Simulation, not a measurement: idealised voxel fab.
process module | voxel ribs on slabs
cross-section cut | 200 nm wide | cells 5 nm
A cross-section is a grid of square cells, given in bands from the top down. A band is one or more rows of cells.
Each band's line starts with the height of the band's top and of its bottom, in nm. Then come its materials from left to right, each with its width in nm. One material with "throughout" fills the band from edge to edge. "air" is empty space.
Height 0 is the level under which the wafer as received is all one material. The lowest band goes on downwards, as in "0 down".
A width such as "30 to 40" changes by the same amount from each row of cells to the next, from the band's top row to its bottom row.
"no change" after a step means that no cell of the cross-section changed.
closed voids: empty space of 8 cells or more with no open way to the top, each as width x height at its distance from the left edge, in nm
after a step's settings: what the simulator itself notes on the step
overlay nm, on a step with a mask: how far to the right of its planned place the mask lay; to the left if negative
plan
1 op RECEIVE | material Si
2 op DIRECTIONAL_DEP | material SiO2 | thk nm 20
3 op DIRECTIONAL_DEP | material SiN | thk nm 25
4 op PATTERN | tone cover | mask id RIB | material resist | width nm 20 | thk nm 20 | overlay nm 0
5 op DIRECTIONAL_ETCH | etch materials SiN | depth nm 5
6 op STRIP | etch materials resist
7 op PATTERN | tone cover | mask id SLAB | material resist | width nm 80 | thk nm 15 | overlay nm 0
8 op DIRECTIONAL_ETCH | etch materials SiN | depth nm 20
9 op STRIP | etch materials resist
10 op FILL_DEP | material SiO2 | thk nm 30
11 op CMP | height nm 65
12 op DIRECTIONAL_DEP | material W | thk nm 10
13 op MASKED_ETCH | tone cover | mask id HEATER | width nm 30 | etch materials W | depth nm 10 | overlay nm 0
14 op CONFORMAL_DEP | material SiO2 | thk nm 10
as received, after step 1
  0 down: Si throughout
  closed voids: none
first wafer at the end, as planned
  85 to 75: air 75 | SiO2 50 | air 75
  75 to 65: SiO2 85 | W 30 | SiO2 85
  65 to 45: SiO2 throughout
  45 to 40: SiO2 90 | SiN 20 | SiO2 90
  40 to 20: SiO2 60 | SiN 80 | SiO2 60
  20 to 0: SiO2 throughout
  0 down: Si throughout
  closed voids: none
second wafer at the end: like start, like plan, one mistake
  85 to 80: air 75 | SiO2 50 | air 75
  80 to 75: SiO2 throughout
  75 to 70: SiO2 85 | W 30 | SiO2 85
  70 to 65: W throughout
  65 to 45: SiO2 throughout
  45 to 40: SiO2 90 | SiN 20 | SiO2 90
  40 to 20: SiO2 60 | SiN 80 | SiO2 60
  20 to 0: SiO2 throughout
  0 down: Si throughout
  closed voids: none
what went wrong: step 13 ran as: op MASKED_ETCH | tone cover | mask id HEATER | width nm 30 | etch materials W | depth nm 5 | overlay nm 0
at the end the second wafer has, in cells: 4 fewer of SiO2 | 34 more of W
